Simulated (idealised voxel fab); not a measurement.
Documented hereafter: the process module known as voxel ribs on slabs.
Section shown: cut. Width: 270 nm. Cell size: 5 nm, square.
Cross-section = grid of square cells, listed top down in bands; band = one or more rows.
Band entry format. Leading values: height of top, height of bottom, nm. Remainder: materials in left-to-right order, each with its width in nm. Special words: "edge to edge" on a single material, which then fills the band edge to edge; "blank", empty space.
Heights are reckoned from 0. Under this level, the received wafer is all of one material. The bottommost band is open-ended downward, for example "0 -> down".
When a width is written as two numbers, as in "30->40", the first number is the width in the top row of cells of the band and the second is the width in its bottom row, and the width changes by the same amount from each row to the next.
Basically "no alteration" means that step didn't change any cell in the cross-section.
Reported under the label "Enclosed internal voids" are the empty spaces having no open way to the top and comprising 8 cells or more; the notation for each is width x height at distance, in which the distance is measured from the left edge and all three values are in nm.
It should be noted that, on the line of a given step, the content following the step's settings is a remark produced by the simulator itself with respect to that step.
"overlay nm", when on a step's line for a step with a mask, measures how far to the right of its planned place the mask lay; a negative measure means to the left.
Intended process steps
1. RECEIVE: material Si
2. DIRECTIONAL_DEP: material SiO2, thk nm 25
3. DIRECTIONAL_DEP: material polySi, thk nm 15
4. DIRECTIONAL_DEP: material aC, thk nm 15
5. PATTERN: tone cover, mask id RIB, material resist, width nm 20, thk nm 30, overlay nm 0
6. DIRECTIONAL_ETCH: etch materials aC, depth nm 15
7. STRIP: etch materials resist
8. DIRECTIONAL_ETCH: etch materials polySi, depth nm 10
9. STRIP: etch materials aC
10. MASKED_ETCH: tone cover, mask id SLAB, width nm 50, etch materials polySi, depth nm 5, overlay nm 0
11. FILL_DEP: material SiO2, thk nm 25
12. CMP: height nm 55
13. DIRECTIONAL_DEP: material W, thk nm 5
14. DIRECTIONAL_DEP: material aC, thk nm 10
15. PATTERN: tone cover, mask id HEATER, material resist, width nm 30, thk nm 25, overlay nm 0
16. DIRECTIONAL_ETCH: etch materials aC, depth nm 10
17. STRIP: etch materials resist
18. DIRECTIONAL_ETCH: etch materials W, depth nm 5
19. STRIP: etch materials aC
20. CONFORMAL_DEP: material SiN, thk nm 10
The cross-section here shows the wafer as received, i.e. in its state after step 1
- 0 -> down  Si edge to edge
- Enclosed internal voids: none
Run as planned - first of the two wafers cross-sectioned at the end of the module
- 70 -> 65  blank 110 nm / SiN 50 nm / blank 110 nm
- 65 -> 60  SiN edge to edge
- 60 -> 55  SiN 120 nm / W 30 nm / SiN 120 nm
- 55 -> 40  SiO2 edge to edge
- 40 -> 30  SiO2 125 nm / polySi 20 nm / SiO2 125 nm
- 30 -> 25  SiO2 110 nm / polySi 50 nm / SiO2 110 nm
- 25 -> 0  SiO2 edge to edge
- 0 -> down  Si edge to edge
- Enclosed internal voids: none
So this is wafer number two of the two, cut at the end of the module - it started where the first did and had the same plan, we just got one thing wrong running it
- 70 -> 65  SiN 130 nm / blank 10 nm / SiN 130 nm
- 65 -> 60  SiN edge to edge
- 60 -> 55  W 120 nm / SiN 30 nm / W 120 nm
- 55 -> 40  SiO2 edge to edge
- 40 -> 30  SiO2 125 nm / polySi 20 nm / SiO2 125 nm
- 30 -> 25  SiO2 110 nm / polySi 50 nm / SiO2 110 nm
- 25 -> 0  SiO2 edge to edge
- 0 -> down  Si edge to edge
- Enclosed internal voids: none
The plan and the run diverged here: rather than as planned, step 15 actually ran as PATTERN: tone open, mask id HEATER, material resist, width nm 30, thk nm 25, overlay nm 0
Final cells, second wafer relative to first, materials higher or lower: W: 42 more
